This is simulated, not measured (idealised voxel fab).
This is a process module. Its name is voxel transistor to metal.
We display cut, a cross-section 160 nm in width whose square cells are each 5 nm.
Cross-section spec: square-cell grid; bands listed top down; each band is one or more rows.
Quick guide to a band line: top height, bottom height (nm) up front; then every material left to right with its width in nm. Only one material and it's marked "edge to edge"? Then it fills the band edge to edge. And "air" just means empty space.
Where do heights start? At 0: under that level the wafer as delivered is made of one material only. And the lowest band has no floor; it just carries on downward, as in "top 0, no bottom".
A width such as "30 to 40" changes by the same amount from each row of cells to the next, from the band's top row to its bottom row.
Reading "left unchanged" for a step: not a cell of the cross-section changed in it.
"Closed void register" lists enclosed empty spaces (at least 8 cells, no open path upward to the top), each as width x height at distance from the left edge, in nm.
Formally, on a step line, whatever follows the settings is a remark that the simulator itself makes on the step.
"overlay nm", when on a step's line for a step with a mask, measures how far to the right of its planned place the mask lay; a negative measure means to the left.

### Steps planned for the process
- 1: RECEIVE, material Si
- 2: OXIDIZE, depth nm 5
- 3: CONFORMAL_DEP, material SiN, thk nm 10
- 4: MASKED_ETCH, tone cover, mask id ACTIVE, width nm 100, etch materials SiN, depth nm 10, overlay nm 0
- 5: MASKED_ETCH, tone cover, mask id ACTIVE, width nm 100, etch materials SiO2, depth nm 5, overlay nm 0
- 6: MASKED_ETCH, tone cover, mask id ACTIVE, width nm 100, etch materials Si, depth nm 30, overlay nm 0
- 7: FILL_DEP, material SiO2, thk nm 5
- 8: CMP, height nm 10
- 9: SELECTIVE_ETCH, etch materials SiO2, depth nm 5
- 10: STRIP, etch materials SiN
- 11: SELECTIVE_ETCH, etch materials SiO2, depth nm 5
- 12: OXIDIZE, depth nm 5
- 13: DIRECTIONAL_DEP, material polySi, thk nm 30
- 14: DIRECTIONAL_DEP, material SiCN, thk nm 15
- 15: DIRECTIONAL_DEP, material aC, thk nm 10
- 16: PATTERN, tone cover, mask id GATE, material resist, width nm 20, thk nm 30, overlay nm 0
- 17: DIRECTIONAL_ETCH, etch materials aC, depth nm 10
- 18: STRIP, etch materials resist
- 19: DIRECTIONAL_ETCH, etch materials SiCN, depth nm 25
- 20: DIRECTIONAL_ETCH, etch materials polySi, depth nm 40
- 21: STRIP, etch materials aC
- 22: CONFORMAL_DEP, material SiO2, thk nm 5
- 23: DIRECTIONAL_ETCH, etch materials SiO2, depth nm 5
- 24: CONFORMAL_DEP, material SiN, thk nm 10
- 25: DIRECTIONAL_ETCH, etch materials SiN, depth nm 10
- 26: DIRECTIONAL_ETCH, etch materials SiO2, depth nm 5
- 27: DIRECTIONAL_ETCH, etch materials Si, depth nm 15
- 28: EPI, material SiGe, thk nm 15
- 29: FILL_DEP, material SiO2, thk nm 5
- 30: CMP, height nm 40
- 31: DIRECTIONAL_DEP, material SiO2, thk nm 15
- 32: DIRECTIONAL_DEP, material aC, thk nm 10
- 33: PATTERN, tone open, mask id CONTACT, material resist, width nm 25, pitch nm 55, thk nm 30, overlay nm 0
- 34: DIRECTIONAL_ETCH, etch materials aC, depth nm 10
- 35: STRIP, etch materials resist
- 36: DIRECTIONAL_ETCH, etch materials SiO2, depth nm 50
- 37: STRIP, etch materials aC
- 38: CONFORMAL_DEP, material TiN, thk nm 5
- 39: FILL_DEP, material Ru, thk nm 5
- 40: CMP, height nm 55
- 41: DIRECTIONAL_DEP, material TiN, thk nm 5
- 42: DIRECTIONAL_DEP, material W, thk nm 25
- 43: PATTERN, tone cover, mask id METAL_1, material resist, width nm 15, pitch nm 65, thk nm 15, overlay nm 0
- 44: DIRECTIONAL_ETCH, etch materials W, depth nm 25
- 45: DIRECTIONAL_ETCH, etch materials TiN, depth nm 5
- 46: STRIP, etch materials resist
- 47: FILL_DEP, material lowk, thk nm 5
- 48: CMP, height nm 85
- 49: CONFORMAL_DEP, material SiCN, thk nm 5

### Wafer at receipt (post step 1), cross-section
    top 0, no bottom  Si edge to edge
    Closed void register: none

### Module complete - cross-section of the first of two wafers, run according to plan
    top 90, bottom 85  SiCN edge to edge
    top 85, bottom 60  lowk: 40; W: 15; lowk: 50; W: 15; lowk: 40
    top 60, bottom 55  lowk: 40; TiN: 15; lowk: 50; TiN: 15; lowk: 40
    top 55, bottom 45  SiO2: 40; TiN: 5; Ru: 15; TiN: 5; SiO2: 30; TiN: 5; Ru: 15; TiN: 5; SiO2: 40
    top 45, bottom 40  SiO2: 40; TiN: 5; Ru: 5; TiN: 15; SiO2: 30; TiN: 15; Ru: 5; TiN: 5; SiO2: 40
    top 40, bottom 25  SiO2: 40; TiN: 5; Ru: 5; TiN: 5; SiN: 10; SiO2: 5; SiCN: 20; SiO2: 5; SiN: 10; TiN: 5; Ru: 5; TiN: 5; SiO2: 40
    top 25, bottom 10  SiO2: 40; TiN: 5; Ru: 5; TiN: 5; SiN: 10; SiO2: 5; polySi: 20; SiO2: 5; SiN: 10; TiN: 5; Ru: 5; TiN: 5; SiO2: 40
    top 10, bottom 5  SiO2: 40; TiN: 15; SiN: 10; SiO2: 5; polySi: 20; SiO2: 5; SiN: 10; TiN: 15; SiO2: 40
    top 5, bottom 0  SiO2: 35; SiGe: 20; SiN: 10; SiO2: 5; polySi: 20; SiO2: 5; SiN: 10; SiGe: 20; SiO2: 35
    top 0, bottom -5  SiO2: 30; SiN: 10; SiGe: 15; SiN: 10; SiO2: 5; polySi: 20; SiO2: 5; SiN: 10; SiGe: 15; SiN: 10; SiO2: 30
    top -5, bottom -10  SiO2: 40; SiGe: 15; SiO2: 50; SiGe: 15; SiO2: 40
    top -10, bottom -25  SiO2: 30; Si: 10; SiGe: 15; Si: 50; SiGe: 15; Si: 10; SiO2: 30
    top -25, bottom -35  SiO2: 30; Si: 100; SiO2: 30
    top -35, no bottom  Si edge to edge
    Closed void register: none

### Wafer two, end of module, cross-section. Same start, same plan as wafer one. One mistake in the run
    top 90, bottom 85  SiCN edge to edge
    top 85, bottom 60  lowk: 40; W: 15; lowk: 50; W: 15; lowk: 40
    top 60, bottom 55  lowk: 40; TiN: 15; lowk: 50; TiN: 15; lowk: 40
    top 55, bottom 45  SiO2: 40; TiN: 5; Ru: 15; TiN: 5; SiO2: 30; TiN: 5; Ru: 15; TiN: 5; SiO2: 40
    top 45, bottom 40  SiO2: 40; TiN: 5; Ru: 5; TiN: 15; SiO2: 30; TiN: 15; Ru: 5; TiN: 5; SiO2: 40
    top 40, bottom 25  SiO2: 40; TiN: 5; Ru: 5; TiN: 5; SiN: 10; SiO2: 5; SiCN: 20; SiO2: 5; SiN: 10; TiN: 5; Ru: 5; TiN: 5; SiO2: 40
    top 25, bottom 10  SiO2: 40; TiN: 5; Ru: 5; TiN: 5; SiN: 10; SiO2: 5; polySi: 20; SiO2: 5; SiN: 10; TiN: 5; Ru: 5; TiN: 5; SiO2: 40
    top 10, bottom 5  SiO2: 40; TiN: 15; SiN: 10; SiO2: 5; polySi: 20; SiO2: 5; SiN: 10; TiN: 15; SiO2: 40
    top 5, bottom -5  SiO2: 40; SiGe: 15; SiN: 10; SiO2: 5; polySi: 20; SiO2: 5; SiN: 10; SiGe: 15; SiO2: 40
    top -5, bottom -10  SiO2: 15; SiN: 10; SiO2: 5; SiGe: 25; SiO2: 50; SiGe: 25; SiO2: 5; SiN: 10; SiO2: 15
    top -10, bottom -15  SiO2: 20; SiN: 5; SiO2: 10; SiGe: 20; Si: 50; SiGe: 20; SiO2: 10; SiN: 5; SiO2: 20
    top -15, bottom -20  SiO2: 35; SiGe: 20; Si: 50; SiGe: 20; SiO2: 35
    top -20, bottom -25  SiO2: 30; Si: 5; SiGe: 20; Si: 50; SiGe: 20; Si: 5; SiO2: 30
    top -25, bottom -35  SiO2: 30; Si: 100; SiO2: 30
    top -35, no bottom  Si edge to edge
    Closed void register: none
Plan not followed: planned and actual differ for step 11; actual: SELECTIVE_ETCH, etch materials SiO2, depth nm 15
Heads up, by the end the second wafer has more or fewer cells of some materials compared to the first: 10 fewer of Si; 8 more of SiGe; 2 more of SiN
